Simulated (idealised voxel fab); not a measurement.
Process module name: voxel double patterning
Cross-section cut spans 245 nm and uses square cells 5 nm in size.
Just so we're on the same page, the cross-sections are grids of square cells, and they're listed out in bands top to bottom, each band one or more rows deep. It is stipulated that each band's entry specify, in nanometres, the height of the top of the band and then that of its bottom, followed by the materials of the band in left-to-right sequence, each together with its width in nanometres. A single material marked by the word "edge to edge" is understood to fill the band from edge to edge; the word "empty" is understood to denote empty space. The reference from which all heights are counted is 0, the level beneath which the as-received wafer is entirely one material; the lowest band, having no lower bound, proceeds downward and is written after the example "top 0, no bottom". Width spec "30..40" -> top row of cells at first value, bottom row at second value, equal per-row change in between. Where the words "nothing altered" appear for a step, the cross-section shows no cell changed by that step; every cell remained as before. Any empty space of 8 cells or more lacking an open way to the top shows up in "Fully closed voids" as width x height at distance, distance from the left edge, in nm. What comes after the settings on a step's line is commentary from the simulator itself on that step. The "overlay nm" setting may appear on a step's line; for a step that uses a mask, it gives how far to the right of its planned position the mask lay, and a negative value indicates the left.
Here's what the planned process steps look like
| 1 | RECEIVE,material Si |
| 2 | CONFORMAL_DEP,material SiO2,thk nm 10 |
| 3 | DIRECTIONAL_DEP,material W,thk nm 10 |
| 4 | DIRECTIONAL_DEP,material SiN,thk nm 10 |
| 5 | DIRECTIONAL_DEP,material aC,thk nm 10 |
| 6 | PATTERN,tone open,mask id FIRST,material resist,width nm 15,pitch nm 50,thk nm 25,overlay nm 0 |
| 7 | DIRECTIONAL_ETCH,etch materials aC,depth nm 10 |
| 8 | STRIP,etch materials resist |
| 9 | DIRECTIONAL_ETCH,etch materials SiN,depth nm 10 |
| 10 | STRIP,etch materials aC |
| 11 | MASKED_ETCH,tone open,mask id SECOND,width nm 15,etch materials SiN,depth nm 10,overlay nm 0 |
| 12 | DIRECTIONAL_ETCH,etch materials W,depth nm 10 |
| 13 | STRIP,etch materials SiN |
Of two wafers, the first: run according to plan
Wafer as received: cross-section following step 1
	top 0, no bottom: Si edge to edge
	Fully closed voids: none
State of the wafer after step 2, shown in cross-section
	top 10, bottom 0: SiO2 edge to edge
	Everything below 0 is unchanged.
State of the wafer after step 3, shown in cross-section
	top 20, bottom 10: W edge to edge
	Everything below 10 is unchanged.
State of the wafer after step 4, shown in cross-section
	top 30, bottom 20: SiN edge to edge
	Everything below 20 is unchanged.
State of the wafer after step 5, shown in cross-section
	top 40, bottom 30: aC edge to edge
	Everything below 30 is unchanged.
State of the wafer after step 6, shown in cross-section
	top 65, bottom 40: resist=90 / empty=15 / resist=35 / empty=15 / resist=90
	Everything below 40 is unchanged.
State of the wafer after step 7, shown in cross-section
	top 55, bottom 40: resist=90 / empty=15 / resist=35 / empty=15 / resist=90
	top 40, bottom 30: aC=90 / empty=15 / aC=35 / empty=15 / aC=90
	Everything below 30 is unchanged.
State of the wafer after step 8, shown in cross-section
	top 40, bottom 30: aC=90 / empty=15 / aC=35 / empty=15 / aC=90
	Everything below 30 is unchanged.
State of the wafer after step 9, shown in cross-section
	top 40, bottom 30: aC=90 / empty=15 / aC=35 / empty=15 / aC=90
	top 30, bottom 20: SiN=90 / empty=15 / SiN=35 / empty=15 / SiN=90
	Everything below 20 is unchanged.
State of the wafer after step 10, shown in cross-section
	top 30, bottom 20: SiN=90 / empty=15 / SiN=35 / empty=15 / SiN=90
	Everything below 20 is unchanged.
State of the wafer after step 11, shown in cross-section
	top 30, bottom 20: SiN=90 / empty=15 / SiN=10 / empty=15 / SiN=10 / empty=15 / SiN=90
	Everything below 20 is unchanged.
State of the wafer after step 12, shown in cross-section
	top 30, bottom 20: SiN=90 / empty=15 / SiN=10 / empty=15 / SiN=10 / empty=15 / SiN=90
	top 20, bottom 10: W=90 / empty=15 / W=10 / empty=15 / W=10 / empty=15 / W=90
	Everything below 10 is unchanged.
State of the wafer after step 13, shown in cross-section
	top 20, bottom 10: W=90 / empty=15 / W=10 / empty=15 / W=10 / empty=15 / W=90
	Everything below 10 is unchanged.
Second Wafer (Identical Start and Plan, One Processing Error; Matches First Wafer Through Step 5)
Second wafer cross-section, taken as of the time the plan sets for step 6 to be done
	top 65, bottom 40: resist=90 / empty=20 / resist=30 / empty=20 / resist=85
	Everything below 40 is unchanged.
Second wafer cross-section, taken as of the time the plan sets for step 7 to be done
	top 55, bottom 40: resist=90 / empty=20 / resist=30 / empty=20 / resist=85
	top 40, bottom 30: aC=90 / empty=20 / aC=30 / empty=20 / aC=85
	Everything below 30 is unchanged.
Second wafer cross-section, taken as of the time the plan sets for step 8 to be done
	top 40, bottom 30: aC=90 / empty=20 / aC=30 / empty=20 / aC=85
	Everything below 30 is unchanged.
Second wafer cross-section, taken as of the time the plan sets for step 9 to be done
	top 40, bottom 30: aC=90 / empty=20 / aC=30 / empty=20 / aC=85
	top 30, bottom 20: SiN=90 / empty=20 / SiN=30 / empty=20 / SiN=85
	Everything below 20 is unchanged.
Second wafer cross-section, taken as of the time the plan sets for step 10 to be done
	top 30, bottom 20: SiN=90 / empty=20 / SiN=30 / empty=20 / SiN=85
	Everything below 20 is unchanged.
Second wafer cross-section, taken as of the time the plan sets for step 11 to be done
	top 30, bottom 20: SiN=90 / empty=20 / SiN=5 / empty=15 / SiN=10 / empty=20 / SiN=85
	Everything below 20 is unchanged.
Second wafer cross-section, taken as of the time the plan sets for step 12 to be done
	top 30, bottom 20: SiN=90 / empty=20 / SiN=5 / empty=15 / SiN=10 / empty=20 / SiN=85
	top 20, bottom 10: W=90 / empty=20 / W=5 / empty=15 / W=10 / empty=20 / W=85
	Everything below 10 is unchanged.
Second wafer cross-section, taken as of the time the plan sets for step 13 to be done
	top 20, bottom 10: W=90 / empty=20 / W=5 / empty=15 / W=10 / empty=20 / W=85
	Everything below 10 is unchanged.
Heads up, the wafer didn't run the way we planned it: step 6 was not run as planned; what actually ran was PATTERN,tone open,mask id FIRST,material resist,width nm 20,pitch nm 50,thk nm 25,overlay nm 0
It is noted that, at the conclusion of processing, the second wafer exhibits a higher or lower cell count for certain materials relative to the first: 4 fewer of W
